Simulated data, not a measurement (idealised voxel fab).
This section sets out a process module, namely voxel ribs on slabs.
The width of the displayed cross-section, cut, is 275 nm; its cells are square, with a size of 5 nm.
A cross-section is a grid of square cells, given in bands from the top down. A band is one or more rows of cells.
Band: top height; bottom height; in nm. Then, left to right: material with width in nm, for each material. "everywhere": a single material spanning edge to edge. "air": empty space.
The reference from which all heights are counted is 0, the level beneath which the as-received wafer is entirely one material; the lowest band, having no lower bound, proceeds downward and is written after the example "0 down".
With a width like "30->40", each row of cells in the band differs from the next by the same amount, the top row carrying the first number and the bottom row the second.
For the purposes of this document, the phrase "no modification" attached to a step denotes that no cell within the cross-section was modified by that step.
Unvented cavities: empty space of 8 cells or more with no open way to the top, each as width x height at its distance from the left edge, in nm
Heads up: the bit after the settings on a step's line is the simulator's remark on that step.
The "overlay nm" setting may appear on a step's line; for a step that uses a mask, it gives how far to the right of its planned position the mask lay, and a negative value indicates the left.
## Steps planned for the process
1. RECEIVE with material Si
2. DIRECTIONAL_DEP with material SiO2, thk nm 30
3. DIRECTIONAL_DEP with material polySi, thk nm 25
4. MASKED_ETCH with tone cover, mask id RIB, width nm 20, etch materials polySi, depth nm 5, overlay nm 0
5. MASKED_ETCH with tone cover, mask id SLAB, width nm 80, etch materials polySi, depth nm 20, overlay nm 0
6. FILL_DEP with material SiO2, thk nm 20
7. CMP with height nm 70
8. DIRECTIONAL_DEP with material TiN, thk nm 10
9. MASKED_ETCH with tone cover, mask id HEATER, width nm 30, etch materials TiN, depth nm 10, overlay nm 0
10. CONFORMAL_DEP with material SiN, thk nm 10
## Step 1 complete: cross-section of the wafer as received
0 down = Si everywhere
Unvented cavities: none
## first wafer at the end, as planned
90 to 80 = 110 nm air, then 50 nm SiN, then 115 nm air
80 to 70 = 120 nm SiN, then 30 nm TiN, then 125 nm SiN
70 to 55 = SiO2 everywhere
55 to 50 = 125 nm SiO2, then 20 nm polySi, then 130 nm SiO2
50 to 30 = 95 nm SiO2, then 80 nm polySi, then 100 nm SiO2
30 to 0 = SiO2 everywhere
0 down = Si everywhere
Unvented cavities: none
## Second wafer of the two, sectioned at the end of the module. It began like the first and followed the same plan, but one mistake was made while running it
90 to 80 = 110 nm air, then 50 nm SiN, then 115 nm air
80 to 70 = 120 nm SiN, then 30 nm TiN, then 125 nm SiN
70 to 60 = 95 nm SiO2, then 80 nm polySi, then 100 nm SiO2
60 to 0 = SiO2 everywhere
0 down = Si everywhere
Unvented cavities: none
In executing the process, a mistake was made relative to the plan: step 2 in the plan was executed twice
Cell-count delta at end, second wafer over first, by material: SiO2 +36, polySi -36
